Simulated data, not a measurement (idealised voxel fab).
process module | voxel transistor to metal
cross-section cut | 155 nm wide | cells 5 nm
A cross-section is a grid of square cells, given in bands from the top down. A band is one or more rows of cells.
Each band's line starts with the height of the band's top and of its bottom, in nm. Then come its materials from left to right, each with its width in nm. One material with "throughout" fills the band from edge to edge. "air" is empty space.
Height 0 is the level under which the wafer as received is all one material. The lowest band goes on downwards, as in "0 down".
A width such as "30 to 40" changes by the same amount from each row of cells to the next, from the band's top row to its bottom row.
"no change" after a step means that no cell of the cross-section changed.
closed voids: empty space of 8 cells or more with no open way to the top, each as width x height at its distance from the left edge, in nm
after a step's settings: what the simulator itself notes on the step
overlay nm, on a step with a mask: how far to the right of its planned place the mask lay; to the left if negative
plan
1 op RECEIVE | material Si
2 op CONFORMAL_DEP | material SiO2 | thk nm 5
3 op CONFORMAL_DEP | material SiN | thk nm 10
4 op PATTERN | tone cover | mask id ACTIVE | material resist | width nm 105 | thk nm 15 | overlay nm 0
5 op DIRECTIONAL_ETCH | etch materials SiN | depth nm 10
6 op DIRECTIONAL_ETCH | etch materials SiO2 | depth nm 5
7 op DIRECTIONAL_ETCH | etch materials Si | depth nm 35
8 op STRIP | etch materials resist
9 op OXIDIZE | depth nm 5
10 op FILL_DEP | material SiO2 | thk nm 10
11 op CMP | height nm 15
12 op SELECTIVE_ETCH | etch materials SiO2 | depth nm 10
13 op STRIP | etch materials SiN
14 op SELECTIVE_ETCH | etch materials SiO2 | depth nm 5
15 op OXIDIZE | depth nm 5
16 op DIRECTIONAL_DEP | material polySi | thk nm 20
17 op DIRECTIONAL_DEP | material SiCN | thk nm 10
18 op MASKED_ETCH | tone cover | mask id GATE | width nm 25 | etch materials SiCN | depth nm 20 | overlay nm 0
19 op MASKED_ETCH | tone cover | mask id GATE | width nm 25 | etch materials polySi | depth nm 30 | overlay nm 0
20 op CONFORMAL_DEP | material SiN | thk nm 10
21 op DIRECTIONAL_ETCH | etch materials SiN | depth nm 10
22 op DIRECTIONAL_ETCH | etch materials SiO2 | depth nm 5
23 op EPI | material SiGe | thk nm 5
24 op FILL_DEP | material SiO2 | thk nm 10
25 op CMP | height nm 30
26 op DIRECTIONAL_DEP | material SiO2 | thk nm 10
27 op MASKED_ETCH | tone open | mask id CONTACT | width nm 25 | pitch nm 60 | etch materials SiO2 | depth nm 40 | overlay nm 0
28 op CONFORMAL_DEP | material TiN | thk nm 5
29 op FILL_DEP | material Ru | thk nm 5
30 op CMP | height nm 40
31 op CONFORMAL_DEP | material SiN | thk nm 5
32 op DIRECTIONAL_DEP | material SiO2 | thk nm 20
33 op PATTERN | tone open | mask id METAL_1 | material resist | width nm 15 | pitch nm 70 | thk nm 20 | overlay nm 0
34 op DIRECTIONAL_ETCH | etch materials SiO2 | depth nm 20
35 op DIRECTIONAL_ETCH | etch materials SiN | depth nm 5
36 op STRIP | etch materials resist
37 op CONFORMAL_DEP | material TiN | thk nm 5
38 op FILL_DEP | material Cu | thk nm 5
39 op CMP | height nm 65
40 op EPI | material Ru | thk nm 5
41 op FILL_DEP | material SiCN | thk nm 5
42 op DIRECTIONAL_DEP | material lowk | thk nm 35
43 op DIRECTIONAL_DEP | material aC | thk nm 15
44 op PATTERN | tone open | mask id METAL_2 | material resist | width nm 15 | pitch nm 70 | thk nm 30 | overlay nm 0
45 op DIRECTIONAL_ETCH | etch materials aC | depth nm 15
46 op STRIP | etch materials resist
47 op DIRECTIONAL_ETCH | etch materials lowk | depth nm 20
48 op STRIP | etch materials aC
49 op PATTERN | tone open | mask id METAL_2_HOLES | material resist | width nm 15 | pitch nm 70 | thk nm 15 | overlay nm 0
50 op DIRECTIONAL_ETCH | etch materials lowk | depth nm 15
51 op DIRECTIONAL_ETCH | etch materials SiCN | depth nm 5
52 op STRIP | etch materials resist
53 op CONFORMAL_DEP | material TiN | thk nm 5
54 op FILL_DEP | material Ru | thk nm 5
55 op CMP | height nm 110
56 op CONFORMAL_DEP | material SiCN | thk nm 5
as received, after step 1
  0 down: Si throughout
  closed voids: none
a wafer at the end: this start, this plan, one mistake
  115 to 110: SiCN throughout
  110 to 75: lowk 35 | TiN 5 | Ru 5 | TiN 5 | lowk 55 | TiN 5 | Ru 5 | TiN 5 | lowk 35
  75 to 70: SiCN 35 | TiN 15 | SiCN 55 | TiN 15 | SiCN 35
  70 to 65: SiCN 30 | Ru 25 | SiCN 45 | Ru 25 | SiCN 30
  65 to 45: SiO2 35 | TiN 5 | Cu 5 | TiN 5 | SiO2 55 | TiN 5 | Cu 5 | TiN 5 | SiO2 35
  45 to 40: SiN 35 | TiN 15 | SiN 55 | TiN 15 | SiN 35
  40 to 30: SiO2 35 | TiN 5 | Ru 15 to 10 | TiN 5 to 10 | SiO2 35 | TiN 5 to 10 | Ru 15 to 10 | TiN 5 | SiO2 35
  30 to 20: SiO2 35 | TiN 5 | Ru 10 | TiN 5 | SiN 10 | SiCN 25 | SiN 10 | TiN 5 | Ru 10 | TiN 5 | SiO2 35
  20 to 5: SiO2 35 | TiN 5 | Ru 10 | TiN 5 | SiN 10 | polySi 25 | SiN 10 | TiN 5 | Ru 10 | TiN 5 | SiO2 35
  5 to 0: SiO2 35 | TiN 20 | SiN 10 | polySi 25 | SiN 10 | TiN 20 | SiO2 35
  0 to -5: SiO2 25 | SiGe 30 | SiO2 45 | SiGe 30 | SiO2 25
  -5 to -45: SiO2 30 | Si 95 | SiO2 30
  -45 down: Si throughout
  closed voids: none
what went wrong: step 7 ran as: op DIRECTIONAL_ETCH | etch materials Si | depth nm 40
